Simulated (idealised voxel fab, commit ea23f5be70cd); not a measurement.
The following process module bears the name voxel released beams.
Each square cell in cross-section cut measures 5 nm, and the section as a whole is 140 nm wide.
Cross-section layout: square cells on a grid; listed as bands, top to bottom; a band spans one or more cell rows. Look at the band entry: it leads with the top's height and the bottom's height in nm. Then it lists the materials left to right, with a width in nm for each. The word "throughout" on a single material says that material fills the band edge to edge. The word "empty" is empty space. Height 0 is the level under which the wafer as received is all one material. The lowest band goes on downwards, as in "0..down". A width given as "30 to 40" starts at the first number in the band's top row and ends at the second number in its bottom row, shifting by an equal amount at every step from row to row. What does "changes: none" mean for a step? It means no cell of the cross-section changed in that step. If an empty space has no open way to the top and is at least 8 cells in size, "Completely sealed voids" lists it, written width x height at distance, where distance is measured from the left edge and every value is in nm. Post-settings text on a step line: simulator's own remark regarding the step. A step line may carry the setting "overlay nm", which, for steps involving a mask, states the distance by which the mask lay to the right of its intended position; negative values denote displacement to the left.

# These are the steps we planned for the process
1,RECEIVE [material Si]
2,CONFORMAL_DEP [material Al2O3] [thk nm 10]
3,DIRECTIONAL_DEP [material SiO2] [thk nm 15]
4,MASKED_ETCH [tone open] [mask id ANCHOR] [width nm 25] [etch materials SiO2] [depth nm 15] [overlay nm 0]
5,CONFORMAL_DEP [material W] [thk nm 10]
6,MASKED_ETCH [tone cover] [mask id BEAM] [width nm 70] [etch materials W] [depth nm 10] [overlay nm 0]
7,STRIP [etch materials SiO2]

# First of two wafers: run as planned

# Shown in cross-section is the wafer as received, that is, as it stands after step 1
> 0..down: Si throughout
> Completely sealed voids: none

# So this is the wafer cross-section right after step 2
> 10..0: Al2O3 throughout
> Lower than 0, everything is as it was.

# So this is the wafer cross-section right after step 3
> 25..10: SiO2 throughout
> Lower than 10, everything is as it was.

# So this is the wafer cross-section right after step 4
> 25..10: SiO2=35, then empty=25, then SiO2=80
> Lower than 10, everything is as it was.

# So this is the wafer cross-section right after step 5
> 35..25: W=45, then empty=5, then W=90
> 25..20: SiO2=35, then W=10, then empty=5, then W=10, then SiO2=80
> 20..10: SiO2=35, then W=25, then SiO2=80
> Lower than 10, everything is as it was.

# So this is the wafer cross-section right after step 6
> 35..25: empty=30, then W=15, then empty=5, then W=50, then empty=40
> Lower than 25, everything is as it was.

# So this is the wafer cross-section right after step 7
> 35..25: empty=30, then W=15, then empty=5, then W=50, then empty=40
> 25..20: empty=35, then W=10, then empty=5, then W=10, then empty=80
> 20..10: empty=35, then W=25, then empty=80
> Lower than 10, everything is as it was.

# Okay, second wafer. Nothing different at the start, nothing different in the plan, just one mistake somewhere in the running. As far as step 3, counting that step, it's the first wafer all over again

# Second wafer: cross-section at the scheduled end of step 4
> 25..10: SiO2=35, then empty=25, then SiO2=80
> Lower than 10, everything is as it was.

# Second wafer: cross-section at the scheduled end of step 5
> 35..25: W=45, then empty=5, then W=90
> 25..20: SiO2=35, then W=10, then empty=5, then W=10, then SiO2=80
> 20..10: SiO2=35, then W=25, then SiO2=80
> Lower than 10, everything is as it was.

# Second wafer: cross-section at the scheduled end of step 6
> 35..25: empty=30, then W=15, then empty=5, then W=50, then empty=40
> Lower than 25, everything is as it was.

# Second wafer: cross-section at the scheduled end of step 7
> 35..25: empty=30, then W=15, then empty=5, then W=50, then empty=40
> 25..20: empty=35, then W=10, then empty=5, then W=10, then empty=80
> 20..10: empty=35, then W=25, then empty=80
> Lower than 10, everything is as it was.
Finding, execution versus plan: plan step 4 ran twice
The two wafers finish with the same cross-section, and therefore the mistake leaves the computed outcome of this model unchanged.
